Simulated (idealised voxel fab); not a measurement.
The following process module bears the name voxel spacer lines.
Cross-sectional view cut (width: 245 nm; square cell size: 5 nm).
This document writes a cross-section as a grid whose cells are square, and gives it as bands, listed from the top down; one or more rows of cells form a band.
First you get the band's top height and its bottom height, in nm, and then the materials it's made of, left to right, with each width in nm. If you see a single material with "edge to edge", that one covers the band edge to edge. "empty" is empty space.
Zero point of the height axis is 0; under it, received wafer = one material. Lowest band: continues down indefinitely, "from 0 down".
It should be noted that a width expressed as "30..40" varies in equal increments from row to row of cells within the band, taking the value of the first number at the top row and that of the second number at the bottom row.
The designation "no alteration", where it is given for a processing step, indicates that no cell of the cross-section was altered in the course of that step.
Empty spaces without an open route to the top, at least 8 cells in extent, make up the entry "Enclosed empty spaces"; each is given as width x height at distance, where the distance is measured from the left edge, and all are in nm.
Note: text after step settings on the step line = simulator remark on that step.
Among the settings permitted on a step's line is "overlay nm"; applied to a step with a mask, it specifies the extent to which the mask lay to the right of its planned position, whereas a negative figure signifies a position to the left.

## Below is the list of planned process steps
step 1: op RECEIVE | material Si
step 2: op CONFORMAL_DEP | material Al2O3 | thk nm 5
step 3: op DIRECTIONAL_DEP | material TiN | thk nm 10
step 4: op DIRECTIONAL_DEP | material aC | thk nm 25
step 5: op PATTERN | tone cover | mask id MANDREL | material resist | width nm 20 | pitch nm 60 | thk nm 30 | overlay nm 0
step 6: op DIRECTIONAL_ETCH | etch materials aC | depth nm 25
step 7: op STRIP | etch materials resist
step 8: op CONFORMAL_DEP | material SiO2 | thk nm 10
step 9: op DIRECTIONAL_ETCH | etch materials SiO2 | depth nm 10
step 10: op STRIP | etch materials aC
step 11: op DIRECTIONAL_ETCH | etch materials TiN | depth nm 10
step 12: op STRIP | etch materials SiO2
step 13: op FILL_DEP | material lowk | thk nm 5
step 14: op CMP | height nm 15

## First wafer of two (run as planned)

## The cross-section here shows the wafer as received, i.e. in its state after step 1
    from 0 down | Si edge to edge
    Enclosed empty spaces: none

## You're looking at a cross-section of the wafer after step 2
    from 5 to 0 | Al2O3 edge to edge
    Below a height of 0, the structure has not been altered.

## You're looking at a cross-section of the wafer after step 3
    from 15 to 5 | TiN edge to edge
    Below a height of 5, the structure has not been altered.

## You're looking at a cross-section of the wafer after step 4
    from 40 to 15 | aC edge to edge
    Below a height of 15, the structure has not been altered.

## You're looking at a cross-section of the wafer after step 5
    from 70 to 40 | empty=80 / resist=20 / empty=40 / resist=20 / empty=85
    Below a height of 40, the structure has not been altered.

## You're looking at a cross-section of the wafer after step 6
    from 45 to 40 | empty=80 / resist=20 / empty=40 / resist=20 / empty=85
    from 40 to 15 | empty=80 / aC=20 / empty=40 / aC=20 / empty=85
    Below a height of 15, the structure has not been altered.

## You're looking at a cross-section of the wafer after step 7
    from 40 to 15 | empty=80 / aC=20 / empty=40 / aC=20 / empty=85
    Below a height of 15, the structure has not been altered.

## You're looking at a cross-section of the wafer after step 8
    from 50 to 40 | empty=70 / SiO2=40 / empty=20 / SiO2=40 / empty=75
    from 40 to 25 | empty=70 / SiO2=10 / aC=20 / SiO2=10 / empty=20 / SiO2=10 / aC=20 / SiO2=10 / empty=75
    from 25 to 15 | SiO2=80 / aC=20 / SiO2=40 / aC=20 / SiO2=85
    Below a height of 15, the structure has not been altered.

## You're looking at a cross-section of the wafer after step 9
    from 40 to 15 | empty=70 / SiO2=10 / aC=20 / SiO2=10 / empty=20 / SiO2=10 / aC=20 / SiO2=10 / empty=75
    Below a height of 15, the structure has not been altered.

## You're looking at a cross-section of the wafer after step 10
    from 40 to 15 | empty=70 / SiO2=10 / empty=20 / SiO2=10 / empty=20 / SiO2=10 / empty=20 / SiO2=10 / empty=75
    Below a height of 15, the structure has not been altered.

## You're looking at a cross-section of the wafer after step 11
    from 40 to 15 | empty=70 / SiO2=10 / empty=20 / SiO2=10 / empty=20 / SiO2=10 / empty=20 / SiO2=10 / empty=75
    from 15 to 5 | empty=70 / TiN=10 / empty=20 / TiN=10 / empty=20 / TiN=10 / empty=20 / TiN=10 / empty=75
    Below a height of 5, the structure has not been altered.

## You're looking at a cross-section of the wafer after step 12
    from 15 to 5 | empty=70 / TiN=10 / empty=20 / TiN=10 / empty=20 / TiN=10 / empty=20 / TiN=10 / empty=75
    Below a height of 5, the structure has not been altered.

## You're looking at a cross-section of the wafer after step 13
    from 20 to 15 | lowk edge to edge
    from 15 to 5 | lowk=70 / TiN=10 / lowk=20 / TiN=10 / lowk=20 / TiN=10 / lowk=20 / TiN=10 / lowk=75
    Below a height of 5, the structure has not been altered.

## You're looking at a cross-section of the wafer after step 14
    from 15 to 5 | lowk=70 / TiN=10 / lowk=20 / TiN=10 / lowk=20 / TiN=10 / lowk=20 / TiN=10 / lowk=75
    Below a height of 5, the structure has not been altered.

## The second wafer: identical to the first at the outset and in its planned sequence, differing only in that one mistake was made during processing; up to and including step 13, its path is the first wafer's path

## Second wafer shown in cross-section at the time step 14 was slated to end
    from 10 to 5 | lowk=70 / TiN=10 / lowk=20 / TiN=10 / lowk=20 / TiN=10 / lowk=20 / TiN=10 / lowk=75
    Below a height of 5, the structure has not been altered.
The plan and the run diverged here: step 14 was not run as planned; what actually ran was op CMP | height nm 10
The closing comparison, in cells, has the second wafer with more or fewer of some materials than the first: TiN: 8 fewer; lowk: 41 fewer
